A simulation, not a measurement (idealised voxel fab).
Name of the process module below: voxel lift off
This is section cut - it's 235 nm across, gridded in 5 nm square cells.
The cross-sections in this document take the form of a grid made of square cells. They are written out as bands, in order from top to bottom. Each band consists of one or more rows of cells.
First you get the band's top height and its bottom height, in nm, and then the materials it's made of, left to right, with each width in nm. If you see a single material with "edge to edge", that one covers the band edge to edge. "air" is empty space.
Heads up on the height convention: 0 is the point under which the incoming wafer is all one material, and the lowest band has no bottom, it just keeps going down, like "top 0, no bottom".
Graded width ("30 to 40"): value in top row of band = first number; value in bottom row = second number; row-to-row change constant.
A step reported as "remained unchanged" is a step in which no cell of the cross-section changed.
Closed empty spaces (no open way to the top) of 8 cells or more are what "Entrapped voids" lists, each as width x height at distance from the left edge, nm for all three.
Read whatever lies past the settings on a step's line as the simulator's own remark about the step.
You can add "overlay nm" to a step's line. For a step with a mask, it describes how far the mask lay to the right of its planned position, and a negative number describes a lay to the left.
-- List of planned process steps
1,RECEIVE,material Si
2,CONFORMAL_DEP,material SiN,thk nm 15
3,PATTERN,tone open,mask id LINES,material resist,width nm 15,pitch nm 30,thk nm 20,overlay nm 0
4,DIRECTIONAL_DEP,material Ru,thk nm 10
5,STRIP,etch materials resist
6,CONFORMAL_DEP,material SiCN,thk nm 10
-- First of two wafers: run as planned
-- As-received state of the wafer in cross-section, equivalent to post-step 1
    top 0, no bottom: Si edge to edge
    Entrapped voids: none
-- Presented here is a cross-section of the wafer after step 2 has been performed
    top 15, bottom 0: SiN edge to edge
    Below 0 it's all the same as before, nothing changed down there.
-- Presented here is a cross-section of the wafer after step 3 has been performed
    top 35, bottom 15: resist (80), then air (15), then resist (15), then air (15), then resist (15), then air (15), then resist (80)
    Below 15 it's all the same as before, nothing changed down there.
-- Presented here is a cross-section of the wafer after step 4 has been performed
    top 45, bottom 35: Ru (80), then air (15), then Ru (15), then air (15), then Ru (15), then air (15), then Ru (80)
    top 35, bottom 25: resist (80), then air (15), then resist (15), then air (15), then resist (15), then air (15), then resist (80)
    top 25, bottom 15: resist (80), then Ru (15), then resist (15), then Ru (15), then resist (15), then Ru (15), then resist (80)
    Below 15 it's all the same as before, nothing changed down there.
-- Presented here is a cross-section of the wafer after step 5 has been performed
    top 25, bottom 15: air (80), then Ru (15), then air (15), then Ru (15), then air (15), then Ru (15), then air (80)
    Below 15 it's all the same as before, nothing changed down there.
-- Presented here is a cross-section of the wafer after step 6 has been performed
    top 35, bottom 25: air (70), then SiCN (95), then air (70)
    top 25, bottom 15: SiCN (80), then Ru (15), then SiCN (15), then Ru (15), then SiCN (15), then Ru (15), then SiCN (80)
    Below 15 it's all the same as before, nothing changed down there.
-- Second wafer, same starting state and plan as the first, one mistake in the run, identical through step 1
-- X-section, second wafer, when step 2 was due to finish
    top 30, bottom 0: SiN edge to edge
    Below 0 it's all the same as before, nothing changed down there.
-- X-section, second wafer, when step 3 was due to finish
    top 50, bottom 30: resist (80), then air (15), then resist (15), then air (15), then resist (15), then air (15), then resist (80)
    Below 30 it's all the same as before, nothing changed down there.
-- X-section, second wafer, when step 4 was due to finish
    top 60, bottom 50: Ru (80), then air (15), then Ru (15), then air (15), then Ru (15), then air (15), then Ru (80)
    top 50, bottom 40: resist (80), then air (15), then resist (15), then air (15), then resist (15), then air (15), then resist (80)
    top 40, bottom 30: resist (80), then Ru (15), then resist (15), then Ru (15), then resist (15), then Ru (15), then resist (80)
    Below 30 it's all the same as before, nothing changed down there.
-- X-section, second wafer, when step 5 was due to finish
    top 40, bottom 30: air (80), then Ru (15), then air (15), then Ru (15), then air (15), then Ru (15), then air (80)
    Below 30 it's all the same as before, nothing changed down there.
-- X-section, second wafer, when step 6 was due to finish
    top 50, bottom 40: air (70), then SiCN (95), then air (70)
    top 40, bottom 30: SiCN (80), then Ru (15), then SiCN (15), then Ru (15), then SiCN (15), then Ru (15), then SiCN (80)
    Below 30 it's all the same as before, nothing changed down there.
Short version of what went wrong: step 2 from the plan got run twice
In the final state, the cell counts of the second wafer exceed or fall short of those of the first for the following materials: SiN +141
